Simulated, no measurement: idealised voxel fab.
Herein follows the process module entitled voxel capacitor over wiring.
The figure presents cross-section cut, which has a width of 300 nm and is divided into square cells with an edge length of 5 nm.
Cross-section, as written here: a square-cell grid given band by band from the top down, where a band holds one or more rows of cells. Read a band's entry like this: the first values are the height of its top and the height of its bottom in nm, and what follows is the sequence of materials from left to right, each with its width in nm. Note that "empty" is empty space, and that a single material marked "full width" reaches across the band from edge to edge. Zero point of the height axis is 0; under it, received wafer = one material. Lowest band: continues down indefinitely, "from 0 down". With a width like "30->40", each row of cells in the band differs from the next by the same amount, the top row carrying the first number and the bottom row the second. You'll sometimes find "nothing was modified" written for a step, and that's the way of saying that nowhere in the cross-section did a cell change during that step. For the entry "Closed voids list", the listed items are empty spaces with no open way to the top whose size is 8 cells or more; each item follows the pattern width x height at distance, where distance is from the left edge and all three are in nm. Where a step's line continues beyond its settings, the continuation is a remark by the simulator itself on that step. The setting "overlay nm" may be written on the line of a step. When the step uses a mask, the value reports how far to the right of the planned place the mask lay, and a negative value reports that it lay to the left.
## This section lists the process steps that were planned
1 RECEIVE [material Si]
2 CONFORMAL_DEP [material SiO2] [thk nm 15]
3 DIRECTIONAL_DEP [material TiN] [thk nm 5]
4 DIRECTIONAL_DEP [material Ru] [thk nm 20]
5 DIRECTIONAL_DEP [material aC] [thk nm 15]
6 PATTERN [tone cover] [mask id METAL_1] [material resist] [width nm 25] [pitch nm 90] [thk nm 35] [overlay nm 0]
7 DIRECTIONAL_ETCH [etch materials aC] [depth nm 15]
8 STRIP [etch materials resist]
9 DIRECTIONAL_ETCH [etch materials Ru] [depth nm 20]
10 DIRECTIONAL_ETCH [etch materials TiN] [depth nm 5]
11 STRIP [etch materials aC]
12 FILL_DEP [material lowk] [thk nm 10]
13 CMP [height nm 40]
14 CONFORMAL_DEP [material SiCN] [thk nm 5]
15 DIRECTIONAL_DEP [material lowk] [thk nm 20]
16 PATTERN [tone open] [mask id PLUG_1] [material resist] [width nm 15] [thk nm 20] [overlay nm 0]
17 DIRECTIONAL_ETCH [etch materials lowk] [depth nm 20]
18 DIRECTIONAL_ETCH [etch materials SiCN] [depth nm 5]
19 STRIP [etch materials resist]
20 CONFORMAL_DEP [material TiN] [thk nm 5]
21 FILL_DEP [material W] [thk nm 10]
22 CMP [height nm 65]
23 DIRECTIONAL_DEP [material TiN] [thk nm 5]
24 DIRECTIONAL_DEP [material Al2O3] [thk nm 5]
25 DIRECTIONAL_DEP [material TiN] [thk nm 10]
26 DIRECTIONAL_DEP [material aC] [thk nm 15]
27 PATTERN [tone cover] [mask id UPPER_PLATE] [material resist] [width nm 70] [thk nm 30] [overlay nm 0]
28 DIRECTIONAL_ETCH [etch materials aC] [depth nm 15]
29 STRIP [etch materials resist]
30 DIRECTIONAL_ETCH [etch materials TiN] [depth nm 10]
31 DIRECTIONAL_ETCH [etch materials Al2O3] [depth nm 5]
32 STRIP [etch materials aC]
33 MASKED_ETCH [tone cover] [mask id LOWER_PLATE] [width nm 80] [etch materials TiN] [depth nm 5] [overlay nm 0]
34 FILL_DEP [material SiO2] [thk nm 20]
35 CMP [height nm 100]
36 PATTERN [tone open] [mask id PLUG_2] [material resist] [width nm 15] [thk nm 20] [overlay nm 0]
37 DIRECTIONAL_ETCH [etch materials SiO2] [depth nm 15]
38 STRIP [etch materials resist]
39 CONFORMAL_DEP [material TiN] [thk nm 5]
40 FILL_DEP [material Ru] [thk nm 5]
41 CMP [height nm 100]
42 CONFORMAL_DEP [material SiN] [thk nm 5]
## First of two wafers: run as planned
## Here's what the wafer looked like in cross-section when it arrived - that's after step 1
- from 0 down | Si full width
- Closed voids list: none
## Take a look at the wafer's cross-section after step 2
- from 15 to 0 | SiO2 full width
- Lower than 0, everything is as it was.
## Take a look at the wafer's cross-section after step 3
- from 20 to 15 | TiN full width
- Lower than 15, everything is as it was.
## Take a look at the wafer's cross-section after step 4
- from 40 to 20 | Ru full width
- Lower than 20, everything is as it was.
## Take a look at the wafer's cross-section after step 5
- from 55 to 40 | aC full width
- Lower than 40, everything is as it was.
## Take a look at the wafer's cross-section after step 6
- from 90 to 55 | 90 of empty; 25 of resist; 65 of empty; 25 of resist; 95 of empty
- Lower than 55, everything is as it was.
## Take a look at the wafer's cross-section after step 7
- from 75 to 55 | 90 of empty; 25 of resist; 65 of empty; 25 of resist; 95 of empty
- from 55 to 40 | 90 of empty; 25 of aC; 65 of empty; 25 of aC; 95 of empty
- Lower than 40, everything is as it was.
## Take a look at the wafer's cross-section after step 8
- from 55 to 40 | 90 of empty; 25 of aC; 65 of empty; 25 of aC; 95 of empty
- Lower than 40, everything is as it was.
## Take a look at the wafer's cross-section after step 9
- from 55 to 40 | 90 of empty; 25 of aC; 65 of empty; 25 of aC; 95 of empty
- from 40 to 20 | 90 of empty; 25 of Ru; 65 of empty; 25 of Ru; 95 of empty
- Lower than 20, everything is as it was.
## Take a look at the wafer's cross-section after step 10
- from 55 to 40 | 90 of empty; 25 of aC; 65 of empty; 25 of aC; 95 of empty
- from 40 to 20 | 90 of empty; 25 of Ru; 65 of empty; 25 of Ru; 95 of empty
- from 20 to 15 | 90 of empty; 25 of TiN; 65 of empty; 25 of TiN; 95 of empty
- Lower than 15, everything is as it was.
## Take a look at the wafer's cross-section after step 11
- from 40 to 20 | 90 of empty; 25 of Ru; 65 of empty; 25 of Ru; 95 of empty
- Lower than 20, everything is as it was.
## Take a look at the wafer's cross-section after step 12
- from 50 to 40 | lowk full width
- from 40 to 20 | 90 of lowk; 25 of Ru; 65 of lowk; 25 of Ru; 95 of lowk
- from 20 to 15 | 90 of lowk; 25 of TiN; 65 of lowk; 25 of TiN; 95 of lowk
- Lower than 15, everything is as it was.
## Take a look at the wafer's cross-section after step 13
- from 40 to 20 | 90 of lowk; 25 of Ru; 65 of lowk; 25 of Ru; 95 of lowk
- Lower than 20, everything is as it was.
## Take a look at the wafer's cross-section after step 14
- from 45 to 40 | SiCN full width
- Lower than 40, everything is as it was.
## Take a look at the wafer's cross-section after step 15
- from 65 to 45 | lowk full width
- Lower than 45, everything is as it was.
## Take a look at the wafer's cross-section after step 16
- from 85 to 65 | 100 of resist; 15 of empty; 185 of resist
- Lower than 65, everything is as it was.
## Take a look at the wafer's cross-section after step 17
- from 85 to 65 | 100 of resist; 15 of empty; 185 of resist
- from 65 to 45 | 100 of lowk; 15 of empty; 185 of lowk
- Lower than 45, everything is as it was.
## Take a look at the wafer's cross-section after step 18
- from 85 to 65 | 100 of resist; 15 of empty; 185 of resist
- from 65 to 45 | 100 of lowk; 15 of empty; 185 of lowk
- from 45 to 40 | 100 of SiCN; 15 of empty; 185 of SiCN
- Lower than 40, everything is as it was.
## Take a look at the wafer's cross-section after step 19
- from 65 to 45 | 100 of lowk; 15 of empty; 185 of lowk
- Lower than 45, everything is as it was.
## Take a look at the wafer's cross-section after step 20
- from 70 to 65 | 105 of TiN; 5 of empty; 190 of TiN
- from 65 to 45 | 100 of lowk; 5 of TiN; 5 of empty; 5 of TiN; 185 of lowk
- from 45 to 40 | 100 of SiCN; 15 of TiN; 185 of SiCN
- Lower than 40, everything is as it was.
## Take a look at the wafer's cross-section after step 21
- from 80 to 70 | W full width
- from 70 to 65 | 105 of TiN; 5 of W; 190 of TiN
- from 65 to 45 | 100 of lowk; 5 of TiN; 5 of W; 5 of TiN; 185 of lowk
- Lower than 45, everything is as it was.
## Take a look at the wafer's cross-section after step 22
- from 65 to 45 | 100 of lowk; 5 of TiN; 5 of W; 5 of TiN; 185 of lowk
- Lower than 45, everything is as it was.
## Take a look at the wafer's cross-section after step 23
- from 70 to 65 | TiN full width
- Lower than 65, everything is as it was.
## Take a look at the wafer's cross-section after step 24
- from 75 to 70 | Al2O3 full width
- Lower than 70, everything is as it was.
## Take a look at the wafer's cross-section after step 25
- from 85 to 75 | TiN full width
- Lower than 75, everything is as it was.
## Take a look at the wafer's cross-section after step 26
- from 100 to 85 | aC full width
- Lower than 85, everything is as it was.
## Take a look at the wafer's cross-section after step 27
- from 130 to 100 | 100 of empty; 70 of resist; 130 of empty
- Lower than 100, everything is as it was.
## Take a look at the wafer's cross-section after step 28
- from 115 to 100 | 100 of empty; 70 of resist; 130 of empty
- from 100 to 85 | 100 of empty; 70 of aC; 130 of empty
- Lower than 85, everything is as it was.
## Take a look at the wafer's cross-section after step 29
- from 100 to 85 | 100 of empty; 70 of aC; 130 of empty
- Lower than 85, everything is as it was.
## Take a look at the wafer's cross-section after step 30
- from 100 to 85 | 100 of empty; 70 of aC; 130 of empty
- from 85 to 75 | 100 of empty; 70 of TiN; 130 of empty
- Lower than 75, everything is as it was.
## Take a look at the wafer's cross-section after step 31
- from 100 to 85 | 100 of empty; 70 of aC; 130 of empty
- from 85 to 75 | 100 of empty; 70 of TiN; 130 of empty
- from 75 to 70 | 100 of empty; 70 of Al2O3; 130 of empty
- Lower than 70, everything is as it was.
## Take a look at the wafer's cross-section after step 32
- from 85 to 75 | 100 of empty; 70 of TiN; 130 of empty
- Lower than 75, everything is as it was.
## Take a look at the wafer's cross-section after step 33
- from 85 to 75 | 100 of empty; 70 of TiN; 130 of empty
- from 75 to 70 | 100 of empty; 70 of Al2O3; 130 of empty
- from 70 to 65 | 95 of empty; 80 of TiN; 125 of empty
- Lower than 65, everything is as it was.
## Take a look at the wafer's cross-section after step 34
- from 105 to 85 | SiO2 full width
- from 85 to 75 | 100 of SiO2; 70 of TiN; 130 of SiO2
- from 75 to 70 | 100 of SiO2; 70 of Al2O3; 130 of SiO2
- from 70 to 65 | 95 of SiO2; 80 of TiN; 125 of SiO2
- Lower than 65, everything is as it was.
## Take a look at the wafer's cross-section after step 35
- from 100 to 85 | SiO2 full width
- Lower than 85, everything is as it was.
## Take a look at the wafer's cross-section after step 36
- from 120 to 100 | 110 of resist; 15 of empty; 175 of resist
- Lower than 100, everything is as it was.
## Take a look at the wafer's cross-section after step 37
- from 120 to 100 | 110 of resist; 15 of empty; 175 of resist
- from 100 to 85 | 110 of SiO2; 15 of empty; 175 of SiO2
- Lower than 85, everything is as it was.
## Take a look at the wafer's cross-section after step 38
- from 100 to 85 | 110 of SiO2; 15 of empty; 175 of SiO2
- Lower than 85, everything is as it was.
## Take a look at the wafer's cross-section after step 39
- from 105 to 100 | 115 of TiN; 5 of empty; 180 of TiN
- from 100 to 90 | 110 of SiO2; 5 of TiN; 5 of empty; 5 of TiN; 175 of SiO2
- from 90 to 85 | 110 of SiO2; 15 of TiN; 175 of SiO2
- Lower than 85, everything is as it was.
## Take a look at the wafer's cross-section after step 40
- from 110 to 105 | Ru full width
- from 105 to 100 | 115 of TiN; 5 of Ru; 180 of TiN
- from 100 to 90 | 110 of SiO2; 5 of TiN; 5 of Ru; 5 of TiN; 175 of SiO2
- Lower than 90, everything is as it was.
## Take a look at the wafer's cross-section after step 41
- from 100 to 90 | 110 of SiO2; 5 of TiN; 5 of Ru; 5 of TiN; 175 of SiO2
- Lower than 90, everything is as it was.
## Take a look at the wafer's cross-section after step 42
- from 105 to 100 | SiN full width
- Lower than 100, everything is as it was.
## The Second Wafer: Common Origin and Plan, One Mistake in Execution, Identical to the First Through Step 26
## Cross-section of the second wafer at the time step 27 of the plan should have ended
- from 130 to 100 | 105 of empty; 60 of resist; 135 of empty
- Lower than 100, everything is as it was.
## Cross-section of the second wafer at the time step 28 of the plan should have ended
- from 115 to 100 | 105 of empty; 60 of resist; 135 of empty
- from 100 to 85 | 105 of empty; 60 of aC; 135 of empty
- Lower than 85, everything is as it was.
## Cross-section of the second wafer at the time step 29 of the plan should have ended
- from 100 to 85 | 105 of empty; 60 of aC; 135 of empty
- Lower than 85, everything is as it was.
## Cross-section of the second wafer at the time step 30 of the plan should have ended
- from 100 to 85 | 105 of empty; 60 of aC; 135 of empty
- from 85 to 75 | 105 of empty; 60 of TiN; 135 of empty
- Lower than 75, everything is as it was.
## Cross-section of the second wafer at the time step 31 of the plan should have ended
- from 100 to 85 | 105 of empty; 60 of aC; 135 of empty
- from 85 to 75 | 105 of empty; 60 of TiN; 135 of empty
- from 75 to 70 | 105 of empty; 60 of Al2O3; 135 of empty
- Lower than 70, everything is as it was.
## Cross-section of the second wafer at the time step 32 of the plan should have ended
- from 85 to 75 | 105 of empty; 60 of TiN; 135 of empty
- Lower than 75, everything is as it was.
## Cross-section of the second wafer at the time step 33 of the plan should have ended
- from 85 to 75 | 105 of empty; 60 of TiN; 135 of empty
- from 75 to 70 | 105 of empty; 60 of Al2O3; 135 of empty
- from 70 to 65 | 95 of empty; 80 of TiN; 125 of empty
- Lower than 65, everything is as it was.
## Cross-section of the second wafer at the time step 34 of the plan should have ended
- from 105 to 85 | SiO2 full width
- from 85 to 75 | 105 of SiO2; 60 of TiN; 135 of SiO2
- from 75 to 70 | 105 of SiO2; 60 of Al2O3; 135 of SiO2
- from 70 to 65 | 95 of SiO2; 80 of TiN; 125 of SiO2
- Lower than 65, everything is as it was.
## Cross-section of the second wafer at the time step 35 of the plan should have ended
- from 100 to 85 | SiO2 full width
- Lower than 85, everything is as it was.
## Cross-section of the second wafer at the time step 36 of the plan should have ended
- from 120 to 100 | 110 of resist; 15 of empty; 175 of resist
- Lower than 100, everything is as it was.
## Cross-section of the second wafer at the time step 37 of the plan should have ended
- from 120 to 100 | 110 of resist; 15 of empty; 175 of resist
- from 100 to 85 | 110 of SiO2; 15 of empty; 175 of SiO2
- Lower than 85, everything is as it was.
## Cross-section of the second wafer at the time step 38 of the plan should have ended
- from 100 to 85 | 110 of SiO2; 15 of empty; 175 of SiO2
- Lower than 85, everything is as it was.
## Cross-section of the second wafer at the time step 39 of the plan should have ended
- from 105 to 100 | 115 of TiN; 5 of empty; 180 of TiN
- from 100 to 90 | 110 of SiO2; 5 of TiN; 5 of empty; 5 of TiN; 175 of SiO2
- from 90 to 85 | 110 of SiO2; 15 of TiN; 175 of SiO2
- Lower than 85, everything is as it was.
## Cross-section of the second wafer at the time step 40 of the plan should have ended
- from 110 to 105 | Ru full width
- from 105 to 100 | 115 of TiN; 5 of Ru; 180 of TiN
- from 100 to 90 | 110 of SiO2; 5 of TiN; 5 of Ru; 5 of TiN; 175 of SiO2
- Lower than 90, everything is as it was.
## Cross-section of the second wafer at the time step 41 of the plan should have ended
- from 100 to 90 | 110 of SiO2; 5 of TiN; 5 of Ru; 5 of TiN; 175 of SiO2
- Lower than 90, everything is as it was.
## Cross-section of the second wafer at the time step 42 of the plan should have ended
- from 105 to 100 | SiN full width
- Lower than 100, everything is as it was.
Want to know what went wrong? note that step 27 departed from the planned setting and was carried out as PATTERN [tone cover] [mask id UPPER_PLATE] [material resist] [width nm 60] [thk nm 30] [overlay nm 0]
Per the end-of-run cell counts, the second wafer holds more or fewer of some materials than the first: -2 Al2O3; +6 SiO2; -4 TiN
